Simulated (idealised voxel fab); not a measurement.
Proc. module: voxel released beams
Section cut is 165 nm wide and gridded with 5 nm square cells.
Cross-sections here: square-cell grids, written as top-down lists of bands, a band being one or more rows of cells. Look at the band entry: it leads with the top's height and the bottom's height in nm. Then it lists the materials left to right, with a width in nm for each. The word "edge to edge" on a single material says that material fills the band edge to edge. The word "blank" is empty space. Note: height 0 marks the level under which the wafer is uniformly one material as received. Lowest band unbounded below, written "0 -> down". Note: "30 to 40" means the width goes from the first number (top row of the band) to the second number (bottom row) in equal steps per row of cells. Reading "no alteration" for a step: not a cell of the cross-section changed in it. "Encapsulated voids" - sealed voids, min. 8 cells, no opening to top; format: width x height at distance (distance from left edge; nm throughout). Step line, after settings: the simulator's comment on this step. Regarding "overlay nm": on a step with a mask, it is the distance the mask lay to the right of its planned place; a negative value places it to the left.
# Steps in the process plan
1,RECEIVE: material Si
2,CONFORMAL_DEP: material SiN, thk nm 5
3,DIRECTIONAL_DEP: material SiO2, thk nm 20
4,MASKED_ETCH: tone open, mask id ANCHOR, width nm 35, etch materials SiO2, depth nm 20, overlay nm -15
5,CONFORMAL_DEP: material polySi, thk nm 15
6,MASKED_ETCH: tone cover, mask id BEAM, width nm 95, etch materials polySi, depth nm 15, overlay nm 0
7,STRIP: etch materials SiO2
varied across the wafers: overlay nm of step 4. The plan shows the first wafer's value. All wafers start alike
# Cut through the first of several wafers as received, post step 1
  0 -> down: Si edge to edge
  Encapsulated voids: none
# Tabulated below, wafer by wafer, are the end-of-module results: for each material, the number of cells gained (+) or lost (-) relative to the as-received state, followed by the closed voids
overlay nm -15 | +33 SiN | +81 polySi | Encapsulated voids: none
overlay nm -10 | +33 SiN | +81 polySi | Encapsulated voids: none
overlay nm -5 | +33 SiN | +81 polySi | Encapsulated voids: none
overlay nm 0 | +33 SiN | +81 polySi | Encapsulated voids: none
overlay nm 5 | +33 SiN | +81 polySi | Encapsulated voids: none
overlay nm 10 | +33 SiN | +81 polySi | Encapsulated voids: none
overlay nm 15 | +33 SiN | +81 polySi | Encapsulated voids: none
